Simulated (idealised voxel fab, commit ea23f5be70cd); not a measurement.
Documented hereafter: the process module known as voxel capacitor over wiring.
Shown is cross-section cut, with a width of 275 nm and square cells of size 5 nm.
Each cross-section below is a grid of square cells, stated as bands in top-down order, with one or more rows of cells making up each band.
Read a band's entry like this: the first values are the height of its top and the height of its bottom in nm, and what follows is the sequence of materials from left to right, each with its width in nm. Note that "empty" is empty space, and that a single material marked "full width" reaches across the band from edge to edge.
Heights from 0 (as-received wafer is one material below). Bottom band endless downward, as "from 0 down".
A width given as "30..40" starts at the first number in the band's top row and ends at the second number in its bottom row, shifting by an equal amount at every step from row to row.
Basically "remained the same" means that step didn't change any cell in the cross-section.
Reported under the label "Unvented internal voids" are the empty spaces having no open way to the top and comprising 8 cells or more; the notation for each is width x height at distance, in which the distance is measured from the left edge and all three values are in nm.
Read whatever lies past the settings on a step's line as the simulator's own remark about the step.
Each step line may optionally specify "overlay nm", which for a step with a mask gives the rightward distance between the mask's planned place and where it lay, a negative value indicating the leftward direction.

**Listed below are the process steps as planned**
| 1 | RECEIVE [material Si] |
| 2 | CONFORMAL_DEP [material SiO2] [thk nm 10] |
| 3 | CONFORMAL_DEP [material SiCN] [thk nm 5] |
| 4 | DIRECTIONAL_DEP [material lowk] [thk nm 20] |
| 5 | MASKED_ETCH [tone open] [mask id METAL_1] [width nm 30] [pitch nm 90] [etch materials lowk] [depth nm 20] [overlay nm 0] |
| 6 | MASKED_ETCH [tone open] [mask id METAL_1] [width nm 30] [pitch nm 90] [etch materials SiCN] [depth nm 5] [overlay nm 0] |
| 7 | CONFORMAL_DEP [material TiN] [thk nm 5] |
| 8 | FILL_DEP [material Cu] [thk nm 5] |
| 9 | CMP [height nm 35] |
| 10 | CONFORMAL_DEP [material SiCN] [thk nm 5] |
| 11 | DIRECTIONAL_DEP [material SiO2] [thk nm 15] |
| 12 | PATTERN [tone open] [mask id PLUG_1] [material resist] [width nm 15] [thk nm 20] [overlay nm 0] |
| 13 | DIRECTIONAL_ETCH [etch materials SiO2] [depth nm 15] |
| 14 | DIRECTIONAL_ETCH [etch materials SiCN] [depth nm 5] |
| 15 | STRIP [etch materials resist] |
| 16 | CONFORMAL_DEP [material TiN] [thk nm 5] |
| 17 | FILL_DEP [material Ru] [thk nm 10] |
| 18 | CMP [height nm 55] |
| 19 | DIRECTIONAL_DEP [material TiN] [thk nm 5] |
| 20 | DIRECTIONAL_DEP [material SiN] [thk nm 5] |
| 21 | DIRECTIONAL_DEP [material TiN] [thk nm 5] |
| 22 | MASKED_ETCH [tone cover] [mask id UPPER_PLATE] [width nm 65] [etch materials TiN] [depth nm 5] [overlay nm 0] |
| 23 | MASKED_ETCH [tone cover] [mask id UPPER_PLATE] [width nm 65] [etch materials SiN] [depth nm 5] [overlay nm 0] |
| 24 | PATTERN [tone cover] [mask id LOWER_PLATE] [material resist] [width nm 75] [thk nm 15] [overlay nm 0] |
| 25 | DIRECTIONAL_ETCH [etch materials TiN] [depth nm 5] |
| 26 | STRIP [etch materials resist] |
| 27 | FILL_DEP [material SiO2] [thk nm 20] |
| 28 | CMP [height nm 85] |
| 29 | MASKED_ETCH [tone open] [mask id PLUG_2] [width nm 15] [etch materials SiO2] [depth nm 15] [overlay nm 0] |
| 30 | CONFORMAL_DEP [material TiN] [thk nm 5] |
| 31 | FILL_DEP [material Ru] [thk nm 5] |
| 32 | CMP [height nm 85] |
| 33 | CONFORMAL_DEP [material SiN] [thk nm 5] |

**The first of two wafers, run as planned**

**Cross-sectional view of the wafer in its as-received condition, corresponding to the state after step 1**
- from 0 down | Si full width
- Unvented internal voids: none

**Sectional view: wafer, after step 2**
- from 10 to 0 | SiO2 full width
- Beneath the level 0, the cross-section is identical to its previous state.

**Sectional view: wafer, after step 3**
- from 15 to 10 | SiCN full width
- Beneath the level 10, the cross-section is identical to its previous state.

**Sectional view: wafer, after step 4**
- from 35 to 15 | lowk full width
- Beneath the level 15, the cross-section is identical to its previous state.

**Sectional view: wafer, after step 5**
- from 35 to 15 | lowk (75), empty (30), lowk (60), empty (30), lowk (80)
- Beneath the level 15, the cross-section is identical to its previous state.

**Sectional view: wafer, after step 6**
- from 35 to 15 | lowk (75), empty (30), lowk (60), empty (30), lowk (80)
- from 15 to 10 | SiCN (75), empty (30), SiCN (60), empty (30), SiCN (80)
- Beneath the level 10, the cross-section is identical to its previous state.

**Sectional view: wafer, after step 7**
- from 40 to 35 | TiN (80), empty (20), TiN (70), empty (20), TiN (85)
- from 35 to 15 | lowk (75), TiN (5), empty (20), TiN (5), lowk (60), TiN (5), empty (20), TiN (5), lowk (80)
- from 15 to 10 | SiCN (75), TiN (30), SiCN (60), TiN (30), SiCN (80)
- Beneath the level 10, the cross-section is identical to its previous state.

**Sectional view: wafer, after step 8**
- from 45 to 40 | Cu full width
- from 40 to 35 | TiN (80), Cu (20), TiN (70), Cu (20), TiN (85)
- from 35 to 15 | lowk (75), TiN (5), Cu (20), TiN (5), lowk (60), TiN (5), Cu (20), TiN (5), lowk (80)
- Beneath the level 15, the cross-section is identical to its previous state.

**Sectional view: wafer, after step 9**
- from 35 to 15 | lowk (75), TiN (5), Cu (20), TiN (5), lowk (60), TiN (5), Cu (20), TiN (5), lowk (80)
- Beneath the level 15, the cross-section is identical to its previous state.

**Sectional view: wafer, after step 10**
- from 40 to 35 | SiCN full width
- Beneath the level 35, the cross-section is identical to its previous state.

**Sectional view: wafer, after step 11**
- from 55 to 40 | SiO2 full width
- Beneath the level 40, the cross-section is identical to its previous state.

**Sectional view: wafer, after step 12**
- from 75 to 55 | resist (90), empty (15), resist (170)
- Beneath the level 55, the cross-section is identical to its previous state.

**Sectional view: wafer, after step 13**
- from 75 to 55 | resist (90), empty (15), resist (170)
- from 55 to 40 | SiO2 (90), empty (15), SiO2 (170)
- Beneath the level 40, the cross-section is identical to its previous state.

**Sectional view: wafer, after step 14**
- from 75 to 55 | resist (90), empty (15), resist (170)
- from 55 to 40 | SiO2 (90), empty (15), SiO2 (170)
- from 40 to 35 | SiCN (90), empty (15), SiCN (170)
- Beneath the level 35, the cross-section is identical to its previous state.

**Sectional view: wafer, after step 15**
- from 55 to 40 | SiO2 (90), empty (15), SiO2 (170)
- Beneath the level 40, the cross-section is identical to its previous state.

**Sectional view: wafer, after step 16**
- from 60 to 55 | TiN (95), empty (5), TiN (175)
- from 55 to 40 | SiO2 (90), TiN (5), empty (5), TiN (5), SiO2 (170)
- from 40 to 35 | SiCN (90), TiN (15), SiCN (170)
- Beneath the level 35, the cross-section is identical to its previous state.

**Sectional view: wafer, after step 17**
- from 70 to 60 | Ru full width
- from 60 to 55 | TiN (95), Ru (5), TiN (175)
- from 55 to 40 | SiO2 (90), TiN (5), Ru (5), TiN (5), SiO2 (170)
- Beneath the level 40, the cross-section is identical to its previous state.

**Sectional view: wafer, after step 18**
- from 55 to 40 | SiO2 (90), TiN (5), Ru (5), TiN (5), SiO2 (170)
- Beneath the level 40, the cross-section is identical to its previous state.

**Sectional view: wafer, after step 19**
- from 60 to 55 | TiN full width
- Beneath the level 55, the cross-section is identical to its previous state.

**Sectional view: wafer, after step 20**
- from 65 to 60 | SiN full width
- Beneath the level 60, the cross-section is identical to its previous state.

**Sectional view: wafer, after step 21**
- from 70 to 65 | TiN full width
- Beneath the level 65, the cross-section is identical to its previous state.

**Sectional view: wafer, after step 22**
- from 70 to 65 | empty (90), TiN (65), empty (120)
- Beneath the level 65, the cross-section is identical to its previous state.

**Sectional view: wafer, after step 23**
- from 70 to 65 | empty (90), TiN (65), empty (120)
- from 65 to 60 | empty (90), SiN (65), empty (120)
- Beneath the level 60, the cross-section is identical to its previous state.

**Sectional view: wafer, after step 24**
- from 85 to 70 | empty (85), resist (75), empty (115)
- from 70 to 65 | empty (85), resist (5), TiN (65), resist (5), empty (115)
- from 65 to 60 | empty (85), resist (5), SiN (65), resist (5), empty (115)
- Beneath the level 60, the cross-section is identical to its previous state.

**Sectional view: wafer, after step 25**
- from 85 to 70 | empty (85), resist (75), empty (115)
- from 70 to 65 | empty (85), resist (5), TiN (65), resist (5), empty (115)
- from 65 to 60 | empty (85), resist (5), SiN (65), resist (5), empty (115)
- from 60 to 55 | empty (85), TiN (75), empty (115)
- Beneath the level 55, the cross-section is identical to its previous state.

**Sectional view: wafer, after step 26**
- from 70 to 65 | empty (90), TiN (65), empty (120)
- from 65 to 60 | empty (90), SiN (65), empty (120)
- Beneath the level 60, the cross-section is identical to its previous state.

**Sectional view: wafer, after step 27**
- from 90 to 70 | SiO2 full width
- from 70 to 65 | SiO2 (90), TiN (65), SiO2 (120)
- from 65 to 60 | SiO2 (90), SiN (65), SiO2 (120)
- from 60 to 55 | SiO2 (85), TiN (75), SiO2 (115)
- Beneath the level 55, the cross-section is identical to its previous state.

**Sectional view: wafer, after step 28**
- from 85 to 70 | SiO2 full width
- Beneath the level 70, the cross-section is identical to its previous state.

**Sectional view: wafer, after step 29**
- from 85 to 70 | SiO2 (100), empty (15), SiO2 (160)
- Beneath the level 70, the cross-section is identical to its previous state.

**Sectional view: wafer, after step 30**
- from 90 to 85 | TiN (105), empty (5), TiN (165)
- from 85 to 75 | SiO2 (100), TiN (5), empty (5), TiN (5), SiO2 (160)
- from 75 to 65 | SiO2 (100..90), TiN (15..65), SiO2 (160..120)
- Beneath the level 65, the cross-section is identical to its previous state.

**Sectional view: wafer, after step 31**
- from 95 to 90 | Ru full width
- from 90 to 85 | TiN (105), Ru (5), TiN (165)
- from 85 to 75 | SiO2 (100), TiN (5), Ru (5), TiN (5), SiO2 (160)
- Beneath the level 75, the cross-section is identical to its previous state.

**Sectional view: wafer, after step 32**
- from 85 to 75 | SiO2 (100), TiN (5), Ru (5), TiN (5), SiO2 (160)
- Beneath the level 75, the cross-section is identical to its previous state.

**Sectional view: wafer, after step 33**
- from 90 to 85 | SiN full width
- Beneath the level 85, the cross-section is identical to its previous state.

**Second wafer, same starting state and plan as the first, one mistake in the run, identical through step 21**

**Cross-section of the second wafer when, according to plan, step 22 should have finished**
- from 70 to 65 | TiN (90), empty (65), TiN (120)
- Beneath the level 65, the cross-section is identical to its previous state.

Cross-section of the second wafer when, according to plan, step 23 should have finished: remained the same

**Cross-section of the second wafer when, according to plan, step 24 should have finished**
- from 85 to 70 | empty (85), resist (75), empty (115)
- from 70 to 65 | TiN (90), resist (65), TiN (120)
- Beneath the level 65, the cross-section is identical to its previous state.

**Cross-section of the second wafer when, according to plan, step 25 should have finished**
- from 85 to 70 | empty (85), resist (75), empty (115)
- from 70 to 65 | empty (85), TiN (5), resist (65), TiN (5), empty (115)
- Beneath the level 65, the cross-section is identical to its previous state.

**Cross-section of the second wafer when, according to plan, step 26 should have finished**
- from 70 to 65 | empty (85), TiN (5), empty (65), TiN (5), empty (115)
- Beneath the level 65, the cross-section is identical to its previous state.

**Cross-section of the second wafer when, according to plan, step 27 should have finished**
- from 90 to 70 | SiO2 full width
- from 70 to 65 | SiO2 (85), TiN (5), SiO2 (65), TiN (5), SiO2 (115)
- Beneath the level 65, the cross-section is identical to its previous state.

**Cross-section of the second wafer when, according to plan, step 28 should have finished**
- from 85 to 70 | SiO2 full width
- Beneath the level 70, the cross-section is identical to its previous state.

**Cross-section of the second wafer when, according to plan, step 29 should have finished**
- from 85 to 70 | SiO2 (100), empty (15), SiO2 (160)
- Beneath the level 70, the cross-section is identical to its previous state.

**Cross-section of the second wafer when, according to plan, step 30 should have finished**
- from 90 to 85 | TiN (105), empty (5), TiN (165)
- from 85 to 75 | SiO2 (100), TiN (5), empty (5), TiN (5), SiO2 (160)
- from 75 to 70 | SiO2 (100), TiN (15), SiO2 (160)
- Beneath the level 70, the cross-section is identical to its previous state.

**Cross-section of the second wafer when, according to plan, step 31 should have finished**
- from 95 to 90 | Ru full width
- from 90 to 85 | TiN (105), Ru (5), TiN (165)
- from 85 to 75 | SiO2 (100), TiN (5), Ru (5), TiN (5), SiO2 (160)
- Beneath the level 75, the cross-section is identical to its previous state.

**Cross-section of the second wafer when, according to plan, step 32 should have finished**
- from 85 to 75 | SiO2 (100), TiN (5), Ru (5), TiN (5), SiO2 (160)
- Beneath the level 75, the cross-section is identical to its previous state.

**Cross-section of the second wafer when, according to plan, step 33 should have finished**
- from 90 to 85 | SiN full width
- Beneath the level 85, the cross-section is identical to its previous state.
The plan and the run diverged here: step 22: run off-plan, actual operation and settings MASKED_ETCH [tone open] [mask id UPPER_PLATE] [width nm 65] [etch materials TiN] [depth nm 5] [overlay nm 0]
The second wafer ends with more or fewer cells of some materials than the first, per final count: SiN +42; SiO2 -71; TiN +29
